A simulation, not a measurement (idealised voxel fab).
Process module in this document: voxel ribs on slabs
Pictured: cross-section cut, 280 nm wide, on a grid of 5 nm square cells.
Throughout this document, each cross-section is represented as a grid of square cells and is presented as a sequence of bands enumerated from the top downward, where a band comprises one or more rows of cells. What a band's entry tells you: where the top is and where the bottom is, as heights in nm, and after that what lies inside, material by material from left to right, each with its width in nm. Empty space is written as the word "empty", and a single material marked with the word "everywhere" occupies the band from edge to edge. Basically, 0 is our baseline, since under it the wafer straight out of the box is all one material. The bottom band has no lower end and keeps on going down, so it looks like "0 nm and below". Read "30 to 40" as a graded width: first number on top, second number at the bottom, same change between each pair of neighbouring rows. Any step labelled "no change" changed none of the cells in the cross-section. Heads up: "Unvented cavities" only lists the empty pockets with no open path to the top that are 8 cells or more, and it writes them as width x height at distance, distance from the left edge, in nm. Formally, on a step line, whatever follows the settings is a remark that the simulator itself makes on the step. overlay nm: on a step with a mask, how far right of its planned place the mask lay; negative means left.
-- Listed below are the process steps as planned
1: RECEIVE | material Si
2: DIRECTIONAL_DEP | material SiO2 | thk nm 30
3: DIRECTIONAL_DEP | material SiN | thk nm 20
4: PATTERN | tone cover | mask id RIB | material resist | width nm 15 | thk nm 15 | overlay nm -15
5: DIRECTIONAL_ETCH | etch materials SiN | depth nm 10
6: STRIP | etch materials resist
7: MASKED_ETCH | tone cover | mask id SLAB | width nm 45 | etch materials SiN | depth nm 10 | overlay nm 0
8: FILL_DEP | material SiO2 | thk nm 20
9: CMP | height nm 60
10: DIRECTIONAL_DEP | material W | thk nm 5
11: MASKED_ETCH | tone cover | mask id HEATER | width nm 25 | etch materials W | depth nm 5 | overlay nm 0
12: CONFORMAL_DEP | material SiO2 | thk nm 5
Variable across wafers: step 4 overlay nm (plan value is that of the first wafer; starting state common to all).
-- Received wafers, first of several: cross-section after step 1
0 nm and below  Si everywhere
Unvented cavities: none
-- Cross-sectional representation of the first of several wafers at the end of the module, i.e. after its terminal step, step 12
70 nm to 65 nm  empty (120), then SiO2 (35), then empty (125)
65 nm to 60 nm  SiO2 (125), then W (25), then SiO2 (130)
60 nm to 50 nm  SiO2 everywhere
50 nm to 40 nm  SiO2 (115), then SiN (15), then SiO2 (150)
40 nm to 30 nm  SiO2 (115), then SiN (45), then SiO2 (120)
30 nm to 0 nm  SiO2 everywhere
0 nm and below  Si everywhere
Unvented cavities: none
-- Final wafer of several, shown in cross-section at the end of the module
70 nm to 65 nm  empty (120), then SiO2 (35), then empty (125)
65 nm to 60 nm  SiO2 (125), then W (25), then SiO2 (130)
60 nm to 50 nm  SiO2 everywhere
50 nm to 40 nm  SiO2 (145), then SiN (15), then SiO2 (120)
40 nm to 30 nm  SiO2 (115), then SiN (45), then SiO2 (120)
30 nm to 0 nm  SiO2 everywhere
0 nm and below  Si everywhere
Unvented cavities: none
-- End of module, by wafer: material-by-material cell gain (+) or loss (-) since receipt, then closed voids
overlay nm -15; +24 SiN; +706 SiO2; +5 W; Unvented cavities: none
overlay nm -10; +24 SiN; +706 SiO2; +5 W; Unvented cavities: none
overlay nm -5; +24 SiN; +706 SiO2; +5 W; Unvented cavities: none
overlay nm 0; +24 SiN; +706 SiO2; +5 W; Unvented cavities: none
overlay nm 5; +24 SiN; +706 SiO2; +5 W; Unvented cavities: none
overlay nm 10; +24 SiN; +706 SiO2; +5 W; Unvented cavities: none
overlay nm 15; +24 SiN; +706 SiO2; +5 W; Unvented cavities: none
